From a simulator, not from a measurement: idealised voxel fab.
Process module, titled voxel transistor to metal
The cross-section shown here is cut; it is 195 nm wide and divided into square cells measuring 5 nm on a side.
Format of a cross-section: grid, square cells. Given as bands. Order: top down. Band: one or more rows of cells. It is stipulated that each band's entry specify, in nanometres, the height of the top of the band and then that of its bottom, followed by the materials of the band in left-to-right sequence, each together with its width in nanometres. A single material marked by the word "throughout" is understood to fill the band from edge to edge; the word "air" is understood to denote empty space. Heights are expressed relative to 0, this being the level below which the as-received wafer comprises one material exclusively. The lowest band is unbounded in the downward direction and is denoted as in "from 0 down". A width given as "30..40" starts at the first number in the band's top row and ends at the second number in its bottom row, shifting by an equal amount at every step from row to row. The designation "nothing different", where it is given for a processing step, indicates that no cell of the cross-section was altered in the course of that step. Any empty space of 8 cells or more lacking an open way to the top shows up in "Enclosed void catalog" as width x height at distance, distance from the left edge, in nm. after a step's settings: what the simulator itself notes on the step. overlay nm, on a step with a mask: how far to the right of its planned place the mask lay; to the left if negative.

Set out below are the planned steps of the process:
step 1: RECEIVE,material Si
step 2: CONFORMAL_DEP,material SiO2,thk nm 5
step 3: CONFORMAL_DEP,material SiN,thk nm 10
step 4: DIRECTIONAL_DEP,material aC,thk nm 15
step 5: PATTERN,tone cover,mask id ACTIVE,material resist,width nm 105,thk nm 35,overlay nm 0
step 6: DIRECTIONAL_ETCH,etch materials aC,depth nm 15
step 7: STRIP,etch materials resist
step 8: DIRECTIONAL_ETCH,etch materials SiN,depth nm 10
step 9: DIRECTIONAL_ETCH,etch materials SiO2,depth nm 5
step 10: DIRECTIONAL_ETCH,etch materials Si,depth nm 25
step 11: STRIP,etch materials aC
step 12: OXIDIZE,depth nm 5
step 13: FILL_DEP,material SiO2,thk nm 10
step 14: CMP,height nm 15
step 15: SELECTIVE_ETCH,etch materials SiO2,depth nm 5
step 16: STRIP,etch materials SiN
step 17: SELECTIVE_ETCH,etch materials SiO2,depth nm 5
step 18: OXIDIZE,depth nm 5
step 19: DIRECTIONAL_DEP,material polySi,thk nm 20
step 20: DIRECTIONAL_DEP,material SiCN,thk nm 15
step 21: DIRECTIONAL_DEP,material aC,thk nm 10
step 22: PATTERN,tone cover,mask id GATE,material resist,width nm 25,thk nm 30,overlay nm 0
step 23: DIRECTIONAL_ETCH,etch materials aC,depth nm 10
step 24: STRIP,etch materials resist
step 25: DIRECTIONAL_ETCH,etch materials SiCN,depth nm 25
step 26: DIRECTIONAL_ETCH,etch materials polySi,depth nm 30
step 27: STRIP,etch materials aC
step 28: CONFORMAL_DEP,material SiN,thk nm 5
step 29: DIRECTIONAL_ETCH,etch materials SiN,depth nm 5
step 30: DIRECTIONAL_ETCH,etch materials SiO2,depth nm 5
step 31: DIRECTIONAL_ETCH,etch materials Si,depth nm 10
step 32: EPI,material SiGe,thk nm 15
step 33: FILL_DEP,material SiO2,thk nm 10
step 34: CMP,height nm 20
step 35: STRIP,etch materials polySi
step 36: SELECTIVE_ETCH,etch materials SiO2,depth nm 5
step 37: CONFORMAL_DEP,material HfO2,thk nm 5
step 38: CONFORMAL_DEP,material TiN,thk nm 5
step 39: FILL_DEP,material W,thk nm 10
step 40: CMP,height nm 15
step 41: DIRECTIONAL_DEP,material SiO2,thk nm 10
step 42: MASKED_ETCH,tone open,mask id CONTACT,width nm 15,pitch nm 80,etch materials SiO2,depth nm 25,overlay nm 0
step 43: CONFORMAL_DEP,material TiN,thk nm 5
step 44: FILL_DEP,material W,thk nm 5
step 45: CMP,height nm 25
step 46: DIRECTIONAL_DEP,material TiN,thk nm 5
step 47: DIRECTIONAL_DEP,material W,thk nm 15
step 48: DIRECTIONAL_DEP,material aC,thk nm 15
step 49: PATTERN,tone cover,mask id METAL_1,material resist,width nm 15,pitch nm 80,thk nm 35,overlay nm 0
step 50: DIRECTIONAL_ETCH,etch materials aC,depth nm 15
step 51: STRIP,etch materials resist
step 52: DIRECTIONAL_ETCH,etch materials W,depth nm 15
step 53: DIRECTIONAL_ETCH,etch materials TiN,depth nm 5
step 54: STRIP,etch materials aC
step 55: FILL_DEP,material SiO2,thk nm 10
step 56: CMP,height nm 45
step 57: CONFORMAL_DEP,material SiCN,thk nm 5
step 58: DIRECTIONAL_DEP,material SiO2,thk nm 30
step 59: DIRECTIONAL_DEP,material aC,thk nm 15
step 60: PATTERN,tone open,mask id METAL_2,material resist,width nm 15,pitch nm 80,thk nm 35,overlay nm 0
step 61: DIRECTIONAL_ETCH,etch materials aC,depth nm 15
step 62: STRIP,etch materials resist
step 63: DIRECTIONAL_ETCH,etch materials SiO2,depth nm 20
step 64: STRIP,etch materials aC
step 65: PATTERN,tone open,mask id METAL_2_HOLES,material resist,width nm 15,pitch nm 80,thk nm 15,overlay nm 0
step 66: DIRECTIONAL_ETCH,etch materials SiO2,depth nm 10
step 67: DIRECTIONAL_ETCH,etch materials SiCN,depth nm 5
step 68: STRIP,etch materials resist
step 69: CONFORMAL_DEP,material TiN,thk nm 5
step 70: FILL_DEP,material Ru,thk nm 10
step 71: CMP,height nm 80
step 72: CONFORMAL_DEP,material SiCN,thk nm 5

Cross-sectional view of the wafer in its as-received condition, corresponding to the state after step 1:
  from 0 down  Si throughout
  Enclosed void catalog: none

First of two wafers at the end of the module, shown in cross-section; run carried out as planned:
  from 85 to 80  SiCN throughout
  from 80 to 50  50 of SiO2, then 5 of TiN, then 5 of Ru, then 5 of TiN, then 65 of SiO2, then 5 of TiN, then 5 of Ru, then 5 of TiN, then 50 of SiO2
  from 50 to 45  50 of SiCN, then 15 of TiN, then 65 of SiCN, then 15 of TiN, then 50 of SiCN
  from 45 to 30  50 of SiO2, then 15 of W, then 65 of SiO2, then 15 of W, then 50 of SiO2
  from 30 to 25  50 of SiO2, then 15 of TiN, then 65 of SiO2, then 15 of TiN, then 50 of SiO2
  from 25 to 15  50 of SiO2, then 5 of TiN, then 5 of W, then 5 of TiN, then 65 of SiO2, then 5 of TiN, then 5 of W, then 5 of TiN, then 50 of SiO2
  from 15 to 10  50 of SiO2, then 5 of TiN, then 5 of W, then 5 of TiN, then 15 of SiO2, then 5 of SiN, then 5 of HfO2, then 5 of TiN, then 5 of W, then 5 of TiN, then 5 of HfO2, then 5 of SiN, then 15 of SiO2, then 5 of TiN, then 5 of W, then 5 of TiN, then 50 of SiO2
  from 10 to 5  50 of SiO2, then 5 of TiN, then 5 of W, then 5 of TiN, then 15 of SiGe, then 5 of SiN, then 5 of HfO2, then 5 of TiN, then 5 of W, then 5 of TiN, then 5 of HfO2, then 5 of SiN, then 15 of SiGe, then 5 of TiN, then 5 of W, then 5 of TiN, then 50 of SiO2
  from 5 to 0  40 of SiO2, then 5 of SiN, then 5 of SiO2, then 15 of TiN, then 15 of SiGe, then 5 of SiN, then 5 of HfO2, then 15 of TiN, then 5 of HfO2, then 5 of SiN, then 15 of SiGe, then 15 of TiN, then 5 of SiO2, then 5 of SiN, then 40 of SiO2
  from 0 to -5  45 of SiO2, then 35 of SiGe, then 35 of HfO2, then 35 of SiGe, then 45 of SiO2
  from -5 to -15  50 of SiO2, then 30 of SiGe, then 35 of Si, then 30 of SiGe, then 50 of SiO2
  from -15 to -30  50 of SiO2, then 95 of Si, then 50 of SiO2
  from -30 down  Si throughout
  Enclosed void catalog: none

Second wafer of the two, sectioned at the end of the module. It began like the first and followed the same plan, but one mistake was made while running it:
  from 85 to 80  SiCN throughout
  from 80 to 50  50 of SiO2, then 5 of TiN, then 5 of Ru, then 5 of TiN, then 65 of SiO2, then 5 of TiN, then 5 of Ru, then 5 of TiN, then 50 of SiO2
  from 50 to 45  50 of SiCN, then 15 of TiN, then 65 of SiCN, then 15 of TiN, then 50 of SiCN
  from 45 to 30  50 of SiO2, then 15 of W, then 65 of SiO2, then 15 of W, then 50 of SiO2
  from 30 to 25  50 of SiO2, then 15 of TiN, then 65 of SiO2, then 15 of TiN, then 50 of SiO2
  from 25 to 20  50 of SiO2, then 5 of TiN, then 5 of W, then 5 of TiN, then 65 of SiO2, then 5 of TiN, then 5 of W, then 5 of TiN, then 50 of SiO2
  from 20 to 15  50 of SiO2, then 15 of TiN, then 65 of SiO2, then 15 of TiN, then 50 of SiO2
  from 15 to 5  SiN throughout
  from 5 to 0  40 of SiO2, then 115 of SiN, then 40 of SiO2
  from 0 to -5  SiO2 throughout
  from -5 to -30  50 of SiO2, then 95 of Si, then 50 of SiO2
  from -30 down  Si throughout
  Enclosed void catalog: none
What was done differently from what was planned? step 19 was not run as planned; what actually ran was DIRECTIONAL_DEP,material SiN,thk nm 20
Upon completion, the second wafer contains, in terms of cells, a greater or smaller amount of certain materials than the first wafer: -13 HfO2, +24 Si, -50 SiGe, +93 SiN, -27 SiO2, -19 TiN, -8 W
